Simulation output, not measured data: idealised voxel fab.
The name of this process module is voxel released beams.
Section cut is 255 nm wide and gridded with 5 nm square cells.
Cross-section = grid of square cells, listed top down in bands; band = one or more rows. Quick guide to a band line: top height, bottom height (nm) up front; then every material left to right with its width in nm. Only one material and it's marked "everywhere"? Then it fills the band edge to edge. And "empty" just means empty space. Heights from 0 (as-received wafer is one material below). Bottom band endless downward, as "0 nm and below". Width spec "30->40" -> top row of cells at first value, bottom row at second value, equal per-row change in between. "stayed the same" for a step: no cell of the cross-section changed in that step. So "Voids, fully enclosed" is basically the list of trapped voids: any empty space of 8 cells or more that can't reach the top through an opening. They're written width x height at distance, the distance being from the left edge, and it's all nm. Past the settings on a step's line: simulator remark, on that step. The line of a step may include "overlay nm". On a step with a mask, this value is how far to the right of its planned place the mask lay. A negative value means the mask lay to the left.

# Listed below are the process steps as planned
1) op RECEIVE | material Si
2) op CONFORMAL_DEP | material Al2O3 | thk nm 10
3) op DIRECTIONAL_DEP | material SiO2 | thk nm 15
4) op PATTERN | tone open | mask id ANCHOR | material resist | width nm 35 | thk nm 15 | overlay nm 0
5) op DIRECTIONAL_ETCH | etch materials SiO2 | depth nm 15
6) op STRIP | etch materials resist
7) op CONFORMAL_DEP | material polySi | thk nm 10
8) op PATTERN | tone cover | mask id BEAM | material resist | width nm 120 | thk nm 15 | overlay nm 0
9) op DIRECTIONAL_ETCH | etch materials polySi | depth nm 10
10) op STRIP | etch materials resist
11) op STRIP | etch materials SiO2

# Step 1 complete: cross-section of the wafer as received
* 0 nm and below | Si everywhere
* Voids, fully enclosed: none

# End-of-module cross-section. Starting structure and process plan as above; one mistake made in running it
* 35 nm to 25 nm | empty=65, polySi=25, empty=15, polySi=80, empty=70
* 25 nm to 20 nm | empty=80, polySi=10, empty=15, polySi=10, empty=140
* 20 nm to 10 nm | empty=80, polySi=35, empty=140
* 10 nm to 0 nm | Al2O3 everywhere
* 0 nm and below | Si everywhere
* Voids, fully enclosed: none
Want to know what went wrong? step 4 did not happen as planned, as run it was op PATTERN | tone open | mask id ANCHOR | material resist | width nm 35 | thk nm 15 | overlay nm 10
